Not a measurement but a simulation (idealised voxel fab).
Title: Process Module voxel wiring stack
Square cells of 5 nm make up the cross-section cut, whose width is 225 nm.
How to read a cross-section here: the picture is a grid of square cells, written as bands going from the top down, and any band can span one or more rows of cells. Heads up on the band format: heights come first, top then bottom, in nm. After that it's the materials left to right, each with its width in nm. A single material flagged "all across" fills the whole band edge to edge, and "air" means there's empty space there. The reference from which all heights are counted is 0, the level beneath which the as-received wafer is entirely one material; the lowest band, having no lower bound, proceeds downward and is written after the example "0..down". So if you see something like "30->40" for the width, read it as the top row of the band sitting at the first number and the bottom row at the second, with every row in between moving by the same amount as the last. For the purposes of this document, the phrase "no modification" attached to a step denotes that no cell within the cross-section was modified by that step. Heads up: "Closed void table" only lists the empty pockets with no open path to the top that are 8 cells or more, and it writes them as width x height at distance, distance from the left edge, in nm. after a step's settings: what the simulator itself notes on the step. overlay nm: for a step with a mask, the amount by which the mask lay right of where it was planned; a negative amount means left of it. Each pair of cross-sections that follows straddles one process step: the one shows the state before the step, the other the state after it, down to the lowest band that changed and no further. The step in question, and its settings, are given under the pair. Note that a pair is not necessarily a continuation of the pair above it, since pairs can come from different runs of this module on the same starting wafer; it is a continuation only where its entry headed "Pre-process" says so.

PRE-PROCESS
    0..down: Si all across
    Closed void table: none

SECTION AFTER PROCESSING
    10..0: SiO2 all across
    Rest of section, below 0: as before.
    Closed void table: none
So what happens between those two cross-sections up there? CONFORMAL_DEP [material SiO2] [thk nm 10]

Pre-process: check the pair just above; its after cross-section is our before state.

SECTION AFTER PROCESSING
    15..10: SiN all across
    Rest of section, below 10: as before.
    Closed void table: none
So what happens between those two cross-sections up there? CONFORMAL_DEP [material SiN] [thk nm 5]

Pre-process: check the pair just above; its after cross-section is our before state.

SECTION AFTER PROCESSING
    35..15: SiO2 all across
    Rest of section, below 15: as before.
    Closed void table: none
So what happens between those two cross-sections up there? DIRECTIONAL_DEP [material SiO2] [thk nm 20]

Pre-process: check the pair just above; its after cross-section is our before state.

SECTION AFTER PROCESSING
    45..35: aC all across
    Rest of section, below 35: as before.
    Closed void table: none
So what happens between those two cross-sections up there? DIRECTIONAL_DEP [material aC] [thk nm 10]

Pre-process: check the pair just above; its after cross-section is our before state.

SECTION AFTER PROCESSING
    70..45: resist 70 nm  air 30 nm  resist 25 nm  air 30 nm  resist 70 nm
    Rest of section, below 45: as before.
    Closed void table: none
So what happens between those two cross-sections up there? PATTERN [tone open] [mask id METAL_1] [material resist] [width nm 30] [pitch nm 55] [thk nm 25] [overlay nm 0]

Pre-process: check the pair just above; its after cross-section is our before state.

SECTION AFTER PROCESSING
    60..45: resist 70 nm  air 30 nm  resist 25 nm  air 30 nm  resist 70 nm
    45..35: aC 70 nm  air 30 nm  aC 25 nm  air 30 nm  aC 70 nm
    Rest of section, below 35: as before.
    Closed void table: none
So what happens between those two cross-sections up there? DIRECTIONAL_ETCH [etch materials aC] [depth nm 10]

Pre-process: check the pair just above; its after cross-section is our before state.

SECTION AFTER PROCESSING
    45..35: aC 70 nm  air 30 nm  aC 25 nm  air 30 nm  aC 70 nm
    Rest of section, below 35: as before.
    Closed void table: none
So what happens between those two cross-sections up there? STRIP [etch materials resist]

Pre-process: check the pair just above; its after cross-section is our before state.

SECTION AFTER PROCESSING
    45..35: aC 70 nm  air 30 nm  aC 25 nm  air 30 nm  aC 70 nm
    35..15: SiO2 70 nm  air 30 nm  SiO2 25 nm  air 30 nm  SiO2 70 nm
    Rest of section, below 15: as before.
    Closed void table: none
So what happens between those two cross-sections up there? DIRECTIONAL_ETCH [etch materials SiO2] [depth nm 20]

Pre-process: check the pair just above; its after cross-section is our before state.

SECTION AFTER PROCESSING
    45..35: aC 70 nm  air 30 nm  aC 25 nm  air 30 nm  aC 70 nm
    35..15: SiO2 70 nm  air 30 nm  SiO2 25 nm  air 30 nm  SiO2 70 nm
    15..10: SiN 70 nm  air 30 nm  SiN 25 nm  air 30 nm  SiN 70 nm
    Rest of section, below 10: as before.
    Closed void table: none
So what happens between those two cross-sections up there? DIRECTIONAL_ETCH [etch materials SiN] [depth nm 5]

Pre-process: check the pair just above; its after cross-section is our before state.

SECTION AFTER PROCESSING
    35..15: SiO2 70 nm  air 30 nm  SiO2 25 nm  air 30 nm  SiO2 70 nm
    Rest of section, below 15: as before.
    Closed void table: none
So what happens between those two cross-sections up there? STRIP [etch materials aC]

Pre-process: check the pair just above; its after cross-section is our before state.

SECTION AFTER PROCESSING
    40..35: TiN 75 nm  air 20 nm  TiN 35 nm  air 20 nm  TiN 75 nm
    35..15: SiO2 70 nm  TiN 5 nm  air 20 nm  TiN 5 nm  SiO2 25 nm  TiN 5 nm  air 20 nm  TiN 5 nm  SiO2 70 nm
    15..10: SiN 70 nm  TiN 30 nm  SiN 25 nm  TiN 30 nm  SiN 70 nm
    Rest of section, below 10: as before.
    Closed void table: none
So what happens between those two cross-sections up there? CONFORMAL_DEP [material TiN] [thk nm 5]

Pre-process: check the pair just above; its after cross-section is our before state.

SECTION AFTER PROCESSING
    45..40: Cu all across
    40..35: TiN 75 nm  Cu 20 nm  TiN 35 nm  Cu 20 nm  TiN 75 nm
    35..15: SiO2 70 nm  TiN 5 nm  Cu 20 nm  TiN 5 nm  SiO2 25 nm  TiN 5 nm  Cu 20 nm  TiN 5 nm  SiO2 70 nm
    Rest of section, below 15: as before.
    Closed void table: none
So what happens between those two cross-sections up there? FILL_DEP [material Cu] [thk nm 5]

Pre-process: check the pair just above; its after cross-section is our before state.

SECTION AFTER PROCESSING
    35..15: SiO2 70 nm  TiN 5 nm  Cu 20 nm  TiN 5 nm  SiO2 25 nm  TiN 5 nm  Cu 20 nm  TiN 5 nm  SiO2 70 nm
    Rest of section, below 15: as before.
    Closed void table: none
So what happens between those two cross-sections up there? CMP [height nm 35]

Pre-process: check the pair just above; its after cross-section is our before state.

SECTION AFTER PROCESSING
    40..35: SiCN all across
    Rest of section, below 35: as before.
    Closed void table: none
So what happens between those two cross-sections up there? CONFORMAL_DEP [material SiCN] [thk nm 5]

Pre-process: check the pair just above; its after cross-section is our before state.

SECTION AFTER PROCESSING
    50..40: lowk all across
    Rest of section, below 40: as before.
    Closed void table: none
So what happens between those two cross-sections up there? DIRECTIONAL_DEP [material lowk] [thk nm 10]

Pre-process: check the pair just above; its after cross-section is our before state.

SECTION AFTER PROCESSING
    60..50: aC all across
    Rest of section, below 50: as before.
    Closed void table: none
So what happens between those two cross-sections up there? DIRECTIONAL_DEP [material aC] [thk nm 10]

Pre-process: check the pair just above; its after cross-section is our before state.

SECTION AFTER PROCESSING
    90..60: resist 70 nm  air 15 nm  resist 140 nm
    Rest of section, below 60: as before.
    Closed void table: none
So what happens between those two cross-sections up there? PATTERN [tone open] [mask id PLUG_1] [material resist] [width nm 15] [thk nm 30] [overlay nm 0]

Pre-process: check the pair just above; its after cross-section is our before state.

SECTION AFTER PROCESSING
    80..60: resist 70 nm  air 15 nm  resist 140 nm
    60..50: aC 70 nm  air 15 nm  aC 140 nm
    Rest of section, below 50: as before.
    Closed void table: none
So what happens between those two cross-sections up there? DIRECTIONAL_ETCH [etch materials aC] [depth nm 10]

Pre-process: check the pair just above; its after cross-section is our before state.

SECTION AFTER PROCESSING
    60..50: aC 70 nm  air 15 nm  aC 140 nm
    Rest of section, below 50: as before.
    Closed void table: none
So what happens between those two cross-sections up there? STRIP [etch materials resist]

Pre-process: check the pair just above; its after cross-section is our before state.

SECTION AFTER PROCESSING
    60..50: aC 70 nm  air 15 nm  aC 140 nm
    50..40: lowk 70 nm  air 15 nm  lowk 140 nm
    Rest of section, below 40: as before.
    Closed void table: none
So what happens between those two cross-sections up there? DIRECTIONAL_ETCH [etch materials lowk] [depth nm 10]

Pre-process: check the pair just above; its after cross-section is our before state.

SECTION AFTER PROCESSING
    60..50: aC 70 nm  air 15 nm  aC 140 nm
    50..40: lowk 70 nm  air 15 nm  lowk 140 nm
    40..35: SiCN 70 nm  air 15 nm  SiCN 140 nm
    Rest of section, below 35: as before.
    Closed void table: none
So what happens between those two cross-sections up there? DIRECTIONAL_ETCH [etch materials SiCN] [depth nm 5]

Pre-process: check the pair just above; its after cross-section is our before state.

SECTION AFTER PROCESSING
    50..40: lowk 70 nm  air 15 nm  lowk 140 nm
    Rest of section, below 40: as before.
    Closed void table: none
So what happens between those two cross-sections up there? STRIP [etch materials aC]

Pre-process: check the pair just above; its after cross-section is our before state.

SECTION AFTER PROCESSING
    50..45: lowk 70 nm  air 15 nm  lowk 140 nm
    45..40: lowk 70 nm  Ru 15 nm  lowk 140 nm
    40..35: SiCN 70 nm  Ru 15 nm  SiCN 140 nm
    Rest of section, below 35: as before.
    Closed void table: none
So what happens between those two cross-sections up there? EPI [material Ru] [thk nm 10]

Pre-process: check the pair just above; its after cross-section is our before state.

SECTION AFTER PROCESSING
    50..40: lowk 70 nm  Ru 15 nm  lowk 140 nm
    Rest of section, below 40: as before.
    Closed void table: none
So what happens between those two cross-sections up there? EPI [material Ru] [thk nm 5]

Pre-process: check the pair just above; its after cross-section is our before state.

SECTION AFTER PROCESSING
    55..50: SiN all across
    Rest of section, below 50: as before.
    Closed void table: none
So what happens between those two cross-sections up there? CONFORMAL_DEP [material SiN] [thk nm 5]

Pre-process: check the pair just above; its after cross-section is our before state.

SECTION AFTER PROCESSING
    70..55: lowk all across
    Rest of section, below 55: as before.
    Closed void table: none
So what happens between those two cross-sections up there? DIRECTIONAL_DEP [material lowk] [thk nm 15]

Pre-process: check the pair just above; its after cross-section is our before state.

SECTION AFTER PROCESSING
    85..70: aC all across
    Rest of section, below 70: as before.
    Closed void table: none
So what happens between those two cross-sections up there? DIRECTIONAL_DEP [material aC] [thk nm 15]

Pre-process: check the pair just above; its after cross-section is our before state.

SECTION AFTER PROCESSING
    115..85: resist 70 nm  air 30 nm  resist 25 nm  air 30 nm  resist 70 nm
    Rest of section, below 85: as before.
    Closed void table: none
So what happens between those two cross-sections up there? PATTERN [tone open] [mask id METAL_2] [material resist] [width nm 30] [pitch nm 55] [thk nm 30] [overlay nm 0]

Pre-process: check the pair just above; its after cross-section is our before state.

SECTION AFTER PROCESSING
    100..85: resist 70 nm  air 30 nm  resist 25 nm  air 30 nm  resist 70 nm
    85..70: aC 70 nm  air 30 nm  aC 25 nm  air 30 nm  aC 70 nm
    Rest of section, below 70: as before.
    Closed void table: none
So what happens between those two cross-sections up there? DIRECTIONAL_ETCH [etch materials aC] [depth nm 15]

Pre-process: check the pair just above; its after cross-section is our before state.

SECTION AFTER PROCESSING
    85..70: aC 70 nm  air 30 nm  aC 25 nm  air 30 nm  aC 70 nm
    Rest of section, below 70: as before.
    Closed void table: none
So what happens between those two cross-sections up there? STRIP [etch materials resist]

Pre-process: check the pair just above; its after cross-section is our before state.

SECTION AFTER PROCESSING
    85..70: aC 70 nm  air 30 nm  aC 25 nm  air 30 nm  aC 70 nm
    70..55: lowk 70 nm  air 30 nm  lowk 25 nm  air 30 nm  lowk 70 nm
    Rest of section, below 55: as before.
    Closed void table: none
So what happens between those two cross-sections up there? DIRECTIONAL_ETCH [etch materials lowk] [depth nm 15]

Pre-process: check the pair just above; its after cross-section is our before state.

SECTION AFTER PROCESSING
    85..70: aC 70 nm  air 30 nm  aC 25 nm  air 30 nm  aC 70 nm
    70..55: lowk 70 nm  air 30 nm  lowk 25 nm  air 30 nm  lowk 70 nm
    55..50: SiN 70 nm  air 30 nm  SiN 25 nm  air 30 nm  SiN 70 nm
    Rest of section, below 50: as before.
    Closed void table: none
So what happens between those two cross-sections up there? DIRECTIONAL_ETCH [etch materials SiN] [depth nm 5]

Pre-process: check the pair just above; its after cross-section is our before state.

SECTION AFTER PROCESSING
    70..55: lowk 70 nm  air 30 nm  lowk 25 nm  air 30 nm  lowk 70 nm
    Rest of section, below 55: as before.
    Closed void table: none
So what happens between those two cross-sections up there? STRIP [etch materials aC]

Pre-process: check the pair just above; its after cross-section is our before state.

SECTION AFTER PROCESSING
    75..70: TiN 75 nm  air 20 nm  TiN 35 nm  air 20 nm  TiN 75 nm
    70..55: lowk 70 nm  TiN 5 nm  air 20 nm  TiN 5 nm  lowk 25 nm  TiN 5 nm  air 20 nm  TiN 5 nm  lowk 70 nm
    55..50: SiN 70 nm  TiN 30 nm  SiN 25 nm  TiN 30 nm  SiN 70 nm
    Rest of section, below 50: as before.
    Closed void table: none
So what happens between those two cross-sections up there? CONFORMAL_DEP [material TiN] [thk nm 5]

Pre-process: check the pair just above; its after cross-section is our before state.

SECTION AFTER PROCESSING
    85..75: Ru all across
    75..70: TiN 75 nm  Ru 20 nm  TiN 35 nm  Ru 20 nm  TiN 75 nm
    70..55: lowk 70 nm  TiN 5 nm  Ru 20 nm  TiN 5 nm  lowk 25 nm  TiN 5 nm  Ru 20 nm  TiN 5 nm  lowk 70 nm
    Rest of section, below 55: as before.
    Closed void table: none
So what happens between those two cross-sections up there? FILL_DEP [material Ru] [thk nm 10]

Pre-process: check the pair just above; its after cross-section is our before state.

SECTION AFTER PROCESSING
    70..55: lowk 70 nm  TiN 5 nm  Ru 20 nm  TiN 5 nm  lowk 25 nm  TiN 5 nm  Ru 20 nm  TiN 5 nm  lowk 70 nm
    Rest of section, below 55: as before.
    Closed void table: none
So what happens between those two cross-sections up there? CMP [height nm 70]

Pre-process: check the pair just above; its after cross-section is our before state.

SECTION AFTER PROCESSING
    75..70: SiCN all across
    Rest of section, below 70: as before.
    Closed void table: none
So what happens between those two cross-sections up there? CONFORMAL_DEP [material SiCN] [thk nm 5]

Pre-process: check the pair just above; its after cross-section is our before state.

SECTION AFTER PROCESSING
    105..75: SiO2 all across
    Rest of section, below 75: as before.
    Closed void table: none
So what happens between those two cross-sections up there? DIRECTIONAL_DEP [material SiO2] [thk nm 30]

Pre-process: check the pair just above; its after cross-section is our before state.

SECTION AFTER PROCESSING
    125..105: resist 70 nm  air 15 nm  resist 140 nm
    Rest of section, below 105: as before.
    Closed void table: none
So what happens between those two cross-sections up there? PATTERN [tone open] [mask id METAL_3_HOLES] [material resist] [width nm 15] [thk nm 20] [overlay nm 0]

Pre-process: check the pair just above; its after cross-section is our before state.

SECTION AFTER PROCESSING
    125..105: resist 70 nm  air 15 nm  resist 140 nm
    105..75: SiO2 70 nm  air 15 nm  SiO2 140 nm
    Rest of section, below 75: as before.
    Closed void table: none
So what happens between those two cross-sections up there? DIRECTIONAL_ETCH [etch materials SiO2] [depth nm 30]

Pre-process: check the pair just above; its after cross-section is our before state.

SECTION AFTER PROCESSING
    105..75: SiO2 70 nm  air 15 nm  SiO2 140 nm
    Rest of section, below 75: as before.
    Closed void table: none
So what happens between those two cross-sections up there? STRIP [etch materials resist]

Pre-process: check the pair just above; its after cross-section is our before state.

SECTION AFTER PROCESSING
    105..90: SiO2 70 nm  air 30 nm  SiO2 25 nm  air 30 nm  SiO2 70 nm
    Rest of section, below 90: as before.
    Closed void table: none
So what happens between those two cross-sections up there? MASKED_ETCH [tone open] [mask id METAL_3] [width nm 30] [pitch nm 55] [etch materials SiO2] [depth nm 15] [overlay nm 0]

Pre-process: check the pair just above; its after cross-section is our before state.

SECTION AFTER PROCESSING
    105..90: SiO2 70 nm  air 30 nm  SiO2 25 nm  air 30 nm  SiO2 70 nm
    90..75: SiO2 70 nm  air 15 nm  SiO2 140 nm
    75..70: SiCN 70 nm  air 15 nm  SiCN 140 nm
    Rest of section, below 70: as before.
    Closed void table: none
So what happens between those two cross-sections up there? MASKED_ETCH [tone open] [mask id METAL_3] [width nm 30] [pitch nm 55] [etch materials SiCN] [depth nm 5] [overlay nm 0]

Pre-process: check the pair just above; its after cross-section is our before state.

SECTION AFTER PROCESSING
    110..105: TiN 75 nm  air 20 nm  TiN 35 nm  air 20 nm  TiN 75 nm
    105..95: SiO2 70 nm  TiN 5 nm  air 20 nm  TiN 5 nm  SiO2 25 nm  TiN 5 nm  air 20 nm  TiN 5 nm  SiO2 70 nm
    95..90: SiO2 70 nm  TiN 5 nm  air 5 nm  TiN 20 nm  SiO2 25 nm  TiN 30 nm  SiO2 70 nm
    90..75: SiO2 70 nm  TiN 5 nm  air 5 nm  TiN 5 nm  SiO2 140 nm
    75..70: SiCN 70 nm  TiN 15 nm  SiCN 140 nm
    Rest of section, below 70: as before.
    Closed void table: none
So what happens between those two cross-sections up there? CONFORMAL_DEP [material TiN] [thk nm 5]

Pre-process: check the pair just above; its after cross-section is our before state.

SECTION AFTER PROCESSING
    120..110: Ru all across
    110..105: TiN 75 nm  Ru 20 nm  TiN 35 nm  Ru 20 nm  TiN 75 nm
    105..95: SiO2 70 nm  TiN 5 nm  Ru 20 nm  TiN 5 nm  SiO2 25 nm  TiN 5 nm  Ru 20 nm  TiN 5 nm  SiO2 70 nm
    95..90: SiO2 70 nm  TiN 5 nm  Ru 5 nm  TiN 20 nm  SiO2 25 nm  TiN 30 nm  SiO2 70 nm
    90..75: SiO2 70 nm  TiN 5 nm  Ru 5 nm  TiN 5 nm  SiO2 140 nm
    Rest of section, below 75: as before.
    Closed void table: none
So what happens between those two cross-sections up there? FILL_DEP [material Ru] [thk nm 10]

Pre-process: check the pair just above; its after cross-section is our before state.

SECTION AFTER PROCESSING
    105..95: SiO2 70 nm  TiN 5 nm  Ru 20 nm  TiN 5 nm  SiO2 25 nm  TiN 5 nm  Ru 20 nm  TiN 5 nm  SiO2 70 nm
    Rest of section, below 95: as before.
    Closed void table: none
So what happens between those two cross-sections up there? CMP [height nm 105]

Pre-process: check the pair just above; its after cross-section is our before state.

SECTION AFTER PROCESSING
    110..105: SiCN all across
    Rest of section, below 105: as before.
    Closed void table: none
So what happens between those two cross-sections up there? CONFORMAL_DEP [material SiCN] [thk nm 5]

PRE-PROCESS
    55..50: SiN all across
    50..40: lowk 70 nm  Ru 15 nm  lowk 140 nm
    40..35: SiCN 70 nm  Ru 15 nm  SiCN 140 nm
    35..15: SiO2 70 nm  TiN 5 nm  Cu 20 nm  TiN 5 nm  SiO2 25 nm  TiN 5 nm  Cu 20 nm  TiN 5 nm  SiO2 70 nm
    15..10: SiN 70 nm  TiN 30 nm  SiN 25 nm  TiN 30 nm  SiN 70 nm
    10..0: SiO2 all across
    0..down: Si all across
    Closed void table: none

SECTION AFTER PROCESSING
    70..55: aC all across
    Rest of section, below 55: as before.
    Closed void table: none
So what happens between those two cross-sections up there? DIRECTIONAL_DEP [material aC] [thk nm 15]

Pre-process: check the pair just above; its after cross-section is our before state.

SECTION AFTER PROCESSING
    100..70: resist 70 nm  air 30 nm  resist 25 nm  air 30 nm  resist 70 nm
    Rest of section, below 70: as before.
    Closed void table: none
So what happens between those two cross-sections up there? PATTERN [tone open] [mask id METAL_2] [material resist] [width nm 30] [pitch nm 55] [thk nm 30] [overlay nm 0]

Pre-process: check the pair just above; its after cross-section is our before state.

SECTION AFTER PROCESSING
    85..70: resist 70 nm  air 30 nm  resist 25 nm  air 30 nm  resist 70 nm
    70..55: aC 70 nm  air 30 nm  aC 25 nm  air 30 nm  aC 70 nm
    Rest of section, below 55: as before.
    Closed void table: none
So what happens between those two cross-sections up there? DIRECTIONAL_ETCH [etch materials aC] [depth nm 15]

Pre-process: check the pair just above; its after cross-section is our before state.

SECTION AFTER PROCESSING
    70..55: aC 70 nm  air 30 nm  aC 25 nm  air 30 nm  aC 70 nm
    Rest of section, below 55: as before.
    Closed void table: none
So what happens between those two cross-sections up there? STRIP [etch materials resist]

Pre-process: check the pair just above; its after cross-section is our before state.

SECTION AFTER PROCESSING
    70..55: aC 70 nm  air 30 nm  aC 25 nm  air 30 nm  aC 70 nm
    55..50: SiN 70 nm  air 30 nm  SiN 25 nm  air 30 nm  SiN 70 nm
    Rest of section, below 50: as before.
    Closed void table: none
So what happens between those two cross-sections up there? DIRECTIONAL_ETCH [etch materials SiN] [depth nm 5]

Pre-process: check the pair just above; its after cross-section is our before state.

SECTION AFTER PROCESSING
    55..50: SiN 70 nm  air 30 nm  SiN 25 nm  air 30 nm  SiN 70 nm
    Rest of section, below 50: as before.
    Closed void table: none
So what happens between those two cross-sections up there? STRIP [etch materials aC]

Pre-process: check the pair just above; its after cross-section is our before state.

SECTION AFTER PROCESSING
    60..55: TiN 75 nm  air 20 nm  TiN 35 nm  air 20 nm  TiN 75 nm
    55..50: SiN 70 nm  TiN 30 nm  SiN 25 nm  TiN 30 nm  SiN 70 nm
    Rest of section, below 50: as before.
    Closed void table: none
So what happens between those two cross-sections up there? CONFORMAL_DEP [material TiN] [thk nm 5]

Pre-process: check the pair just above; its after cross-section is our before state.

SECTION AFTER PROCESSING
    70..60: Ru all across
    60..55: TiN 75 nm  Ru 20 nm  TiN 35 nm  Ru 20 nm  TiN 75 nm
    Rest of section, below 55: as before.
    Closed void table: none
So what happens between those two cross-sections up there? FILL_DEP [material Ru] [thk nm 10]

Pre-process: check the pair just above; its after cross-section is our before state.

SECTION AFTER PROCESSING
    75..70: SiCN all across
    Rest of section, below 70: as before.
    Closed void table: none
So what happens between those two cross-sections up there? CONFORMAL_DEP [material SiCN] [thk nm 5]

Pre-process: check the pair just above; its after cross-section is our before state.

SECTION AFTER PROCESSING
    105..75: SiO2 all across
    Rest of section, below 75: as before.
    Closed void table: none
So what happens between those two cross-sections up there? DIRECTIONAL_DEP [material SiO2] [thk nm 30]

Pre-process: check the pair just above; its after cross-section is our before state.

SECTION AFTER PROCESSING
    125..105: resist 70 nm  air 15 nm  resist 140 nm
    Rest of section, below 105: as before.
    Closed void table: none
So what happens between those two cross-sections up there? PATTERN [tone open] [mask id METAL_3_HOLES] [material resist] [width nm 15] [thk nm 20] [overlay nm 0]

Pre-process: check the pair just above; its after cross-section is our before state.

SECTION AFTER PROCESSING
    125..105: resist 70 nm  air 15 nm  resist 140 nm
    105..75: SiO2 70 nm  air 15 nm  SiO2 140 nm
    Rest of section, below 75: as before.
    Closed void table: none
So what happens between those two cross-sections up there? DIRECTIONAL_ETCH [etch materials SiO2] [depth nm 30]

Pre-process: check the pair just above; its after cross-section is our before state.

SECTION AFTER PROCESSING
    105..75: SiO2 70 nm  air 15 nm  SiO2 140 nm
    Rest of section, below 75: as before.
    Closed void table: none
So what happens between those two cross-sections up there? STRIP [etch materials resist]

Pre-process: check the pair just above; its after cross-section is our before state.

SECTION AFTER PROCESSING
    105..90: SiO2 70 nm  air 30 nm  SiO2 25 nm  air 30 nm  SiO2 70 nm
    Rest of section, below 90: as before.
    Closed void table: none
So what happens between those two cross-sections up there? MASKED_ETCH [tone open] [mask id METAL_3] [width nm 30] [pitch nm 55] [etch materials SiO2] [depth nm 15] [overlay nm 0]

Pre-process: check the pair just above; its after cross-section is our before state.

SECTION AFTER PROCESSING
    105..90: SiO2 70 nm  air 30 nm  SiO2 25 nm  air 30 nm  SiO2 70 nm
    90..75: SiO2 70 nm  air 15 nm  SiO2 140 nm
    75..70: SiCN 70 nm  air 15 nm  SiCN 140 nm
    Rest of section, below 70: as before.
    Closed void table: none
So what happens between those two cross-sections up there? MASKED_ETCH [tone open] [mask id METAL_3] [width nm 30] [pitch nm 55] [etch materials SiCN] [depth nm 5] [overlay nm 0]

Pre-process: check the pair just above; its after cross-section is our before state.

SECTION AFTER PROCESSING
    110..105: TiN 75 nm  air 20 nm  TiN 35 nm  air 20 nm  TiN 75 nm
    105..95: SiO2 70 nm  TiN 5 nm  air 20 nm  TiN 5 nm  SiO2 25 nm  TiN 5 nm  air 20 nm  TiN 5 nm  SiO2 70 nm
    95..90: SiO2 70 nm  TiN 5 nm  air 5 nm  TiN 20 nm  SiO2 25 nm  TiN 30 nm  SiO2 70 nm
    90..75: SiO2 70 nm  TiN 5 nm  air 5 nm  TiN 5 nm  SiO2 140 nm
    75..70: SiCN 70 nm  TiN 15 nm  SiCN 140 nm
    Rest of section, below 70: as before.
    Closed void table: none
So what happens between those two cross-sections up there? CONFORMAL_DEP [material TiN] [thk nm 5]

Pre-process: check the pair just above; its after cross-section is our before state.

SECTION AFTER PROCESSING
    120..110: Ru all across
    110..105: TiN 75 nm  Ru 20 nm  TiN 35 nm  Ru 20 nm  TiN 75 nm
    105..95: SiO2 70 nm  TiN 5 nm  Ru 20 nm  TiN 5 nm  SiO2 25 nm  TiN 5 nm  Ru 20 nm  TiN 5 nm  SiO2 70 nm
    95..90: SiO2 70 nm  TiN 5 nm  Ru 5 nm  TiN 20 nm  SiO2 25 nm  TiN 30 nm  SiO2 70 nm
    90..75: SiO2 70 nm  TiN 5 nm  Ru 5 nm  TiN 5 nm  SiO2 140 nm
    Rest of section, below 75: as before.
    Closed void table: none
So what happens between those two cross-sections up there? FILL_DEP [material Ru] [thk nm 10]

Pre-process: check the pair just above; its after cross-section is our before state.

SECTION AFTER PROCESSING
    105..95: SiO2 70 nm  TiN 5 nm  Ru 20 nm  TiN 5 nm  SiO2 25 nm  TiN 5 nm  Ru 20 nm  TiN 5 nm  SiO2 70 nm
    Rest of section, below 95: as before.
    Closed void table: none
So what happens between those two cross-sections up there? CMP [height nm 105]

Pre-process: check the pair just above; its after cross-section is our before state.

SECTION AFTER PROCESSING
    110..105: SiCN all across
    Rest of section, below 105: as before.
    Closed void table: none
So what happens between those two cross-sections up there? CONFORMAL_DEP [material SiCN] [thk nm 5]

PRE-PROCESS
    105..90: SiO2 70 nm  air 30 nm  SiO2 25 nm  air 30 nm  SiO2 70 nm
    90..75: SiO2 70 nm  air 15 nm  SiO2 140 nm
    75..70: SiCN all across
    70..55: lowk 70 nm  TiN 5 nm  Ru 20 nm  TiN 5 nm  lowk 25 nm  TiN 5 nm  Ru 20 nm  TiN 5 nm  lowk 70 nm
    55..50: SiN 70 nm  TiN 30 nm  SiN 25 nm  TiN 30 nm  SiN 70 nm
    50..40: lowk 70 nm  Ru 15 nm  lowk 140 nm
    40..35: SiCN 70 nm  Ru 15 nm  SiCN 140 nm
    35..15: SiO2 70 nm  TiN 5 nm  Cu 20 nm  TiN 5 nm  SiO2 25 nm  TiN 5 nm  Cu 20 nm  TiN 5 nm  SiO2 70 nm
    15..10: SiN 70 nm  TiN 30 nm  SiN 25 nm  TiN 30 nm  SiN 70 nm
    10..0: SiO2 all across
    0..down: Si all across
    Closed void table: none

SECTION AFTER PROCESSING
    105..75: SiO2 70 nm  air 30 nm  SiO2 25 nm  air 30 nm  SiO2 70 nm
    Rest of section, below 75: as before.
    Closed void table: none
So what happens between those two cross-sections up there? MASKED_ETCH [tone open] [mask id METAL_3] [width nm 30] [pitch nm 55] [etch materials SiO2] [depth nm 15] [overlay nm 0]

Pre-process: check the pair just above; its after cross-section is our before state.

SECTION AFTER PROCESSING
    105..75: SiO2 70 nm  air 30 nm  SiO2 25 nm  air 30 nm  SiO2 70 nm
    75..70: SiCN 70 nm  air 30 nm  SiCN 25 nm  air 30 nm  SiCN 70 nm
    Rest of section, below 70: as before.
    Closed void table: none
So what happens between those two cross-sections up there? MASKED_ETCH [tone open] [mask id METAL_3] [width nm 30] [pitch nm 55] [etch materials SiCN] [depth nm 5] [overlay nm 0]

Pre-process: check the pair just above; its after cross-section is our before state.

SECTION AFTER PROCESSING
    110..105: TiN 75 nm  air 20 nm  TiN 35 nm  air 20 nm  TiN 75 nm
    105..75: SiO2 70 nm  TiN 5 nm  air 20 nm  TiN 5 nm  SiO2 25 nm  TiN 5 nm  air 20 nm  TiN 5 nm  SiO2 70 nm
    75..70: SiCN 70 nm  TiN 30 nm  SiCN 25 nm  TiN 30 nm  SiCN 70 nm
    Rest of section, below 70: as before.
    Closed void table: none
So what happens between those two cross-sections up there? CONFORMAL_DEP [material TiN] [thk nm 5]

Pre-process: check the pair just above; its after cross-section is our before state.

SECTION AFTER PROCESSING
    120..110: Ru all across
    110..105: TiN 75 nm  Ru 20 nm  TiN 35 nm  Ru 20 nm  TiN 75 nm
    105..75: SiO2 70 nm  TiN 5 nm  Ru 20 nm  TiN 5 nm  SiO2 25 nm  TiN 5 nm  Ru 20 nm  TiN 5 nm  SiO2 70 nm
    Rest of section, below 75: as before.
    Closed void table: none
So what happens between those two cross-sections up there? FILL_DEP [material Ru] [thk nm 10]

Pre-process: check the pair just above; its after cross-section is our before state.

SECTION AFTER PROCESSING
    105..75: SiO2 70 nm  TiN 5 nm  Ru 20 nm  TiN 5 nm  SiO2 25 nm  TiN 5 nm  Ru 20 nm  TiN 5 nm  SiO2 70 nm
    Rest of section, below 75: as before.
    Closed void table: none
So what happens between those two cross-sections up there? CMP [height nm 105]

Pre-process: check the pair just above; its after cross-section is our before state.

SECTION AFTER PROCESSING
    110..105: SiCN all across
    Rest of section, below 105: as before.
    Closed void table: none
So what happens between those two cross-sections up there? CONFORMAL_DEP [material SiCN] [thk nm 5]

PRE-PROCESS
    10..0: SiO2 all across
    0..down: Si all across
    Closed void table: none

SECTION AFTER PROCESSING
    30..0: SiO2 all across
    Rest of section, below 0: as before.
    Closed void table: none
So what happens between those two cross-sections up there? DIRECTIONAL_DEP [material SiO2] [thk nm 20]

Pre-process: check the pair just above; its after cross-section is our before state.

SECTION AFTER PROCESSING
    35..30: SiN all across
    Rest of section, below 30: as before.
    Closed void table: none
So what happens between those two cross-sections up there? CONFORMAL_DEP [material SiN] [thk nm 5]

Pre-process: check the pair just above; its after cross-section is our before state.

SECTION AFTER PROCESSING
    45..35: aC all across
    Rest of section, below 35: as before.
    Closed void table: none
So what happens between those two cross-sections up there? DIRECTIONAL_DEP [material aC] [thk nm 10]

Pre-process: check the pair just above; its after cross-section is our before state.

SECTION AFTER PROCESSING
    70..45: resist 70 nm  air 30 nm  resist 25 nm  air 30 nm  resist 70 nm
    Rest of section, below 45: as before.
    Closed void table: none
So what happens between those two cross-sections up there? PATTERN [tone open] [mask id METAL_1] [material resist] [width nm 30] [pitch nm 55] [thk nm 25] [overlay nm 0]

Pre-process: check the pair just above; its after cross-section is our before state.

SECTION AFTER PROCESSING
    60..45: resist 70 nm  air 30 nm  resist 25 nm  air 30 nm  resist 70 nm
    45..35: aC 70 nm  air 30 nm  aC 25 nm  air 30 nm  aC 70 nm
    Rest of section, below 35: as before.
    Closed void table: none
So what happens between those two cross-sections up there? DIRECTIONAL_ETCH [etch materials aC] [depth nm 10]
